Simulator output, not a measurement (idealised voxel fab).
This is a process module. Its name is voxel capacitor over wiring.
145 nm wide, 5 nm square cells: that's cross-section cut.
Just so we're on the same page, the cross-sections are grids of square cells, and they're listed out in bands top to bottom, each band one or more rows deep.
Top, bottom (nm), then materials left to right with widths (nm); lone material tagged "edge to edge" fills the whole band edge to edge; "blank" = empty space.
The reference from which all heights are counted is 0, the level beneath which the as-received wafer is entirely one material; the lowest band, having no lower bound, proceeds downward and is written after the example "0 nm and below".
The two numbers in a width such as "30->40" mark its ends across the band: the first belongs to the top row of cells, the second to the bottom row, and from each row to the next the width moves by the same amount.
Any step labelled "identical to before" changed none of the cells in the cross-section.
Enclosed internal cavities: empty space of 8 cells or more with no open way to the top, each as width x height at its distance from the left edge, in nm
Anything after a step's settings on that line? It's the simulator's own note about the step.
The "overlay nm" setting may appear on a step's line; for a step that uses a mask, it gives how far to the right of its planned position the mask lay, and a negative value indicates the left.
List of planned process steps:
- 1: RECEIVE | material Si
- 2: CONFORMAL_DEP | material SiO2 | thk nm 15
- 3: DIRECTIONAL_DEP | material TiN | thk nm 5
- 4: DIRECTIONAL_DEP | material W | thk nm 15
- 5: DIRECTIONAL_DEP | material aC | thk nm 10
- 6: PATTERN | tone cover | mask id METAL_1 | material resist | width nm 30 | pitch nm 85 | thk nm 30 | overlay nm 0
- 7: DIRECTIONAL_ETCH | etch materials aC | depth nm 10
- 8: STRIP | etch materials resist
- 9: DIRECTIONAL_ETCH | etch materials W | depth nm 15
- 10: DIRECTIONAL_ETCH | etch materials TiN | depth nm 5
- 11: STRIP | etch materials aC
- 12: FILL_DEP | material lowk | thk nm 5
- 13: CMP | height nm 35
- 14: CONFORMAL_DEP | material SiCN | thk nm 5
- 15: DIRECTIONAL_DEP | material lowk | thk nm 20
- 16: PATTERN | tone open | mask id PLUG_1 | material resist | width nm 15 | thk nm 15 | overlay nm 0
- 17: DIRECTIONAL_ETCH | etch materials lowk | depth nm 20
- 18: DIRECTIONAL_ETCH | etch materials SiCN | depth nm 5
- 19: STRIP | etch materials resist
- 20: EPI | material Ru | thk nm 10
- 21: EPI | material Ru | thk nm 10
- 22: EPI | material Ru | thk nm 5
- 23: DIRECTIONAL_DEP | material TiN | thk nm 5
- 24: DIRECTIONAL_DEP | material HfO2 | thk nm 5
- 25: DIRECTIONAL_DEP | material TiN | thk nm 10
- 26: MASKED_ETCH | tone cover | mask id UPPER_PLATE | width nm 60 | etch materials TiN | depth nm 10 | overlay nm -15
- 27: MASKED_ETCH | tone cover | mask id UPPER_PLATE | width nm 60 | etch materials HfO2 | depth nm 5 | overlay nm 0
- 28: DIRECTIONAL_DEP | material aC | thk nm 15
- 29: PATTERN | tone cover | mask id LOWER_PLATE | material resist | width nm 70 | thk nm 30 | overlay nm 0
- 30: DIRECTIONAL_ETCH | etch materials aC | depth nm 15
- 31: STRIP | etch materials resist
- 32: DIRECTIONAL_ETCH | etch materials TiN | depth nm 5
- 33: STRIP | etch materials aC
- 34: FILL_DEP | material SiO2 | thk nm 20
- 35: CMP | height nm 95
- 36: DIRECTIONAL_DEP | material aC | thk nm 15
- 37: PATTERN | tone open | mask id PLUG_2 | material resist | width nm 15 | thk nm 30 | overlay nm 0
- 38: DIRECTIONAL_ETCH | etch materials aC | depth nm 15
- 39: STRIP | etch materials resist
- 40: DIRECTIONAL_ETCH | etch materials SiO2 | depth nm 15
- 41: STRIP | etch materials aC
- 42: CONFORMAL_DEP | material TiN | thk nm 5
- 43: FILL_DEP | material Ru | thk nm 5
- 44: CMP | height nm 95
- 45: CONFORMAL_DEP | material SiCN | thk nm 5
Heads up: all these wafers start the same, and what changes between them is the overlay nm in step 26. The value you see in the plan is just what the first wafer got.
The as-received cross-section of the first of several wafers corresponds to the state after step 1:
- 0 nm and below: Si edge to edge
- Enclosed internal cavities: none
The rows of the table below are wafers. Looking at the end of the module, a row counts, for every material, the cells the wafer has gained, shown as (+), or lost, shown as (-), since it was received; its closed voids come next:
overlay nm -15; +15 HfO2; +17 Ru; +55 SiCN; +228 SiO2; +57 TiN; +36 W; +172 lowk; Enclosed internal cavities: none
overlay nm -10; +14 HfO2; +17 Ru; +55 SiCN; +229 SiO2; +57 TiN; +36 W; +172 lowk; Enclosed internal cavities: none
overlay nm -5; +13 HfO2; +17 Ru; +55 SiCN; +230 SiO2; +57 TiN; +36 W; +172 lowk; Enclosed internal cavities: none
overlay nm 0; +12 HfO2; +17 Ru; +55 SiCN; +231 SiO2; +57 TiN; +36 W; +172 lowk; Enclosed internal cavities: none
overlay nm 5; +13 HfO2; +17 Ru; +55 SiCN; +230 SiO2; +57 TiN; +36 W; +172 lowk; Enclosed internal cavities: none
overlay nm 10; +14 HfO2; +17 Ru; +55 SiCN; +229 SiO2; +57 TiN; +36 W; +172 lowk; Enclosed internal cavities: none
overlay nm 15; +15 HfO2; +17 Ru; +55 SiCN; +228 SiO2; +57 TiN; +36 W; +172 lowk; Enclosed internal cavities: none
